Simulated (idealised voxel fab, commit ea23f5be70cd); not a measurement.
process module | voxel capacitor over wiring
In the cross-section labelled cut, the width is 210 nm and each square cell is 5 nm.
Heads up, the way a cross-section reads in here is a grid of square cells, handed over as bands from the top down, with every band being one or more rows of cells. Top, bottom (nm), then materials left to right with widths (nm); lone material tagged "full width" fills the whole band edge to edge; "blank" = empty space. Ref level 0: as-received wafer is one material below here. Bottom band extends down with no lower bound ("0 nm and below"). When a width is written as two numbers, as in "30 to 40", the first number is the width in the top row of cells of the band and the second is the width in its bottom row, and the width changes by the same amount from each row to the next. Given "all unchanged" for a step, no cell of the cross-section differs between before and after that step. What "Completely sealed voids" gives you is every empty space of 8 cells or more that is cut off from the top. Each appears as width x height at distance, with the distance taken from the left edge and width, height and distance all in nm. That trailing text on a step's line, after the settings, is the simulator's own remark on the step. If you see "overlay nm" on a step's line and that step has a mask, it's telling you how far right of where it was planned the mask ended up; a negative number means it went left instead.
This section lists the process steps that were planned
- 1: RECEIVE with material Si
- 2: CONFORMAL_DEP with material SiO2, thk nm 15
- 3: CONFORMAL_DEP with material SiN, thk nm 5
- 4: DIRECTIONAL_DEP with material SiO2, thk nm 25
- 5: PATTERN with tone open, mask id METAL_1, material resist, width nm 30, pitch nm 95, thk nm 20, overlay nm 0
- 6: DIRECTIONAL_ETCH with etch materials SiO2, depth nm 25
- 7: DIRECTIONAL_ETCH with etch materials SiN, depth nm 5
- 8: STRIP with etch materials resist
- 9: CONFORMAL_DEP with material TiN, thk nm 5
- 10: FILL_DEP with material Cu, thk nm 10
- 11: CMP with height nm 45
- 12: EPI with material Ru, thk nm 5
- 13: FILL_DEP with material SiCN, thk nm 5
- 14: DIRECTIONAL_DEP with material lowk, thk nm 15
- 15: PATTERN with tone open, mask id PLUG_1, material resist, width nm 15, thk nm 15, overlay nm 0
- 16: DIRECTIONAL_ETCH with etch materials lowk, depth nm 15
- 17: DIRECTIONAL_ETCH with etch materials SiCN, depth nm 5
- 18: STRIP with etch materials resist
- 19: CONFORMAL_DEP with material TiN, thk nm 5
- 20: FILL_DEP with material Cu, thk nm 10
- 21: CMP with height nm 70
- 22: DIRECTIONAL_DEP with material TiN, thk nm 10
- 23: DIRECTIONAL_DEP with material Al2O3, thk nm 5
- 24: DIRECTIONAL_DEP with material TiN, thk nm 10
- 25: MASKED_ETCH with tone cover, mask id UPPER_PLATE, width nm 70, etch materials TiN, depth nm 10, overlay nm 0
- 26: MASKED_ETCH with tone cover, mask id UPPER_PLATE, width nm 70, etch materials Al2O3, depth nm 5, overlay nm 0
- 27: DIRECTIONAL_DEP with material aC, thk nm 15
- 28: PATTERN with tone cover, mask id LOWER_PLATE, material resist, width nm 80, thk nm 30, overlay nm 0
- 29: DIRECTIONAL_ETCH with etch materials aC, depth nm 15
- 30: STRIP with etch materials resist
- 31: DIRECTIONAL_ETCH with etch materials TiN, depth nm 10
- 32: STRIP with etch materials aC
- 33: FILL_DEP with material SiO2, thk nm 20
- 34: CMP with height nm 110
- 35: MASKED_ETCH with tone open, mask id PLUG_2, width nm 15, etch materials SiO2, depth nm 15, overlay nm 0
- 36: CONFORMAL_DEP with material TiN, thk nm 5
- 37: FILL_DEP with material Cu, thk nm 10
- 38: CMP with height nm 110
- 39: CONFORMAL_DEP with material SiCN, thk nm 5
Wafer at receipt (post step 1), cross-section
- 0 nm and below = Si full width
- Completely sealed voids: none
Starting wafer: above. Plan: above. Run: one mistake. Cross-section after the module: below
- 120 nm to 115 nm = SiCN full width
- 115 nm to 110 nm = 70 TiN, 5 Cu, 135 TiN
- 110 nm to 100 nm = 65 SiO2, 5 TiN, 5 Cu, 5 TiN, 130 SiO2
- 100 nm to 95 nm = 65 SiO2, 15 TiN, 130 SiO2
- 95 nm to 85 nm = 55 SiO2, 70 TiN, 85 SiO2
- 85 nm to 80 nm = 55 SiO2, 70 Al2O3, 85 SiO2
- 80 nm to 70 nm = 50 SiO2, 80 TiN, 80 SiO2
- 70 nm to 55 nm = 55 lowk, 5 TiN, 5 Cu, 5 TiN, 140 lowk
- 55 nm to 50 nm = 55 SiCN, 15 TiN, 140 SiCN
- 50 nm to 45 nm = 35 SiCN, 40 Ru, 55 SiCN, 40 Ru, 40 SiCN
- 45 nm to 20 nm = 40 SiO2, 5 TiN, 20 Cu, 5 TiN, 65 SiO2, 5 TiN, 20 Cu, 5 TiN, 45 SiO2
- 20 nm to 15 nm = 40 SiN, 30 TiN, 65 SiN, 30 TiN, 45 SiN
- 15 nm to 0 nm = SiO2 full width
- 0 nm and below = Si full width
- Completely sealed voids: none
Nonconformance to the process plan: step 38, actual vs plan mismatch, actual run CMP with height nm 115
